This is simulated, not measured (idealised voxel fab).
Module name: voxel released beams (process module)
Cross-sectional view cut (width: 240 nm; square cell size: 5 nm).
How to read a cross-section here: the picture is a grid of square cells, written as bands going from the top down, and any band can span one or more rows of cells. Look at the band entry: it leads with the top's height and the bottom's height in nm. Then it lists the materials left to right, with a width in nm for each. The word "full width" on a single material says that material fills the band edge to edge. The word "empty" is empty space. Note: height 0 marks the level under which the wafer is uniformly one material as received. Lowest band unbounded below, written "0 and below". So if you see something like "30..40" for the width, read it as the top row of the band sitting at the first number and the bottom row at the second, with every row in between moving by the same amount as the last. No cell of the cross-section changed in a step that is given as "nothing different". The entry "Voids, fully enclosed" lists the empty spaces that cover at least 8 cells and have no open path to the top. Each is written as width x height at distance, where the distance is measured from the left edge and all three values are in nm. Heads up: the bit after the settings on a step's line is the simulator's remark on that step. overlay nm: how far to the right of its planned place the mask lay on this masked step (negative: to the left).
-- This section lists the process steps that were planned
1,RECEIVE with material Si
2,CONFORMAL_DEP with material SiN, thk nm 10
3,DIRECTIONAL_DEP with material SiO2, thk nm 10
4,PATTERN with tone open, mask id ANCHOR, material resist, width nm 45, thk nm 20, overlay nm 0
5,DIRECTIONAL_ETCH with etch materials SiO2, depth nm 10
6,STRIP with etch materials resist
7,CONFORMAL_DEP with material W, thk nm 15
8,MASKED_ETCH with tone cover, mask id BEAM, width nm 105, etch materials W, depth nm 15, overlay nm 0
9,STRIP with etch materials SiO2
-- Incoming wafer, cross-sectional view, post step 1
	0 and below: Si full width
	Voids, fully enclosed: none
-- Sectioned view, first of two wafers, at the close of the module, processed as intended in the plan
	35 down to 25: empty=65; W=20; empty=15; W=70; empty=70
	25 down to 20: empty=65; W=105; empty=70
	20 down to 10: empty=70; W=45; empty=125
	10 down to 0: SiN full width
	0 and below: Si full width
	Voids, fully enclosed: none
-- Wafer two, end of module, cross-section. Same start, same plan as wafer one. One mistake in the run
	50 down to 35: empty=65; W=105; empty=70
	35 down to 20: W full width
	20 down to 10: SiO2=70; W=45; SiO2=125
	10 down to 0: SiN full width
	0 and below: Si full width
	Voids, fully enclosed: none
The mistake made against the process plan was this: plan step 7 ran twice
The closing comparison, in cells, has the second wafer with more or fewer of some materials than the first: SiO2 +78, W +150
